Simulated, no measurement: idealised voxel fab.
process module | voxel ribs on slabs
cross-section cut | 140 nm wide | cells 5 nm
A cross-section is a grid of square cells, given in bands from the top down. A band is one or more rows of cells.
Each band's line starts with the height of the band's top and of its bottom, in nm. Then come its materials from left to right, each with its width in nm. One material with "throughout" fills the band from edge to edge. "air" is empty space.
Height 0 is the level under which the wafer as received is all one material. The lowest band goes on downwards, as in "0 down".
A width such as "30 to 40" changes by the same amount from each row of cells to the next, from the band's top row to its bottom row.
"no change" after a step means that no cell of the cross-section changed.
closed voids: empty space of 8 cells or more with no open way to the top, each as width x height at its distance from the left edge, in nm
after a step's settings: what the simulator itself notes on the step
overlay nm, on a step with a mask: how far to the right of its planned place the mask lay; to the left if negative
plan
1 op RECEIVE | material Si
2 op DIRECTIONAL_DEP | material SiO2 | thk nm 25
3 op DIRECTIONAL_DEP | material polySi | thk nm 15
4 op DIRECTIONAL_DEP | material aC | thk nm 10
5 op PATTERN | tone cover | mask id RIB | material resist | width nm 25 | thk nm 30 | overlay nm 0
6 op DIRECTIONAL_ETCH | etch materials aC | depth nm 10
7 op STRIP | etch materials resist
8 op DIRECTIONAL_ETCH | etch materials polySi | depth nm 10
9 op STRIP | etch materials aC
10 op DIRECTIONAL_DEP | material aC | thk nm 10
11 op PATTERN | tone cover | mask id SLAB | material resist | width nm 65 | thk nm 30 | overlay nm 0
12 op DIRECTIONAL_ETCH | etch materials aC | depth nm 10
13 op STRIP | etch materials resist
14 op DIRECTIONAL_ETCH | etch materials polySi | depth nm 5
15 op STRIP | etch materials aC
16 op FILL_DEP | material SiO2 | thk nm 25
17 op CMP | height nm 60
18 op DIRECTIONAL_DEP | material TiN | thk nm 10
19 op DIRECTIONAL_DEP | material aC | thk nm 10
20 op PATTERN | tone cover | mask id HEATER | material resist | width nm 35 | thk nm 25 | overlay nm 0
21 op DIRECTIONAL_ETCH | etch materials aC | depth nm 10
22 op STRIP | etch materials resist
23 op DIRECTIONAL_ETCH | etch materials TiN | depth nm 10
24 op STRIP | etch materials aC
25 op CONFORMAL_DEP | material SiO2 | thk nm 10
as received, after step 1
  0 down: Si throughout
  closed voids: none
first wafer at the end, as planned
  80 to 70: air 40 | SiO2 55 | air 45
  70 to 60: SiO2 50 | TiN 35 | SiO2 55
  60 to 40: SiO2 throughout
  40 to 30: SiO2 55 | polySi 25 | SiO2 60
  30 to 25: SiO2 35 | polySi 65 | SiO2 40
  25 to 0: SiO2 throughout
  0 down: Si throughout
  closed voids: none
second wafer at the end: like start, like plan, one mistake
  80 to 70: air 40 | SiO2 55 | air 45
  70 to 60: SiO2 50 | TiN 35 | SiO2 55
  60 to 40: SiO2 throughout
  40 to 30: SiO2 60 | polySi 20 | SiO2 60
  30 to 25: SiO2 35 | polySi 65 | SiO2 40
  25 to 0: SiO2 throughout
  0 down: Si throughout
  closed voids: none
what went wrong: step 5 ran as: op PATTERN | tone cover | mask id RIB | material resist | width nm 20 | thk nm 30 | overlay nm 0
at the end the second wafer has, in cells: 2 more of SiO2 | 2 fewer of polySi
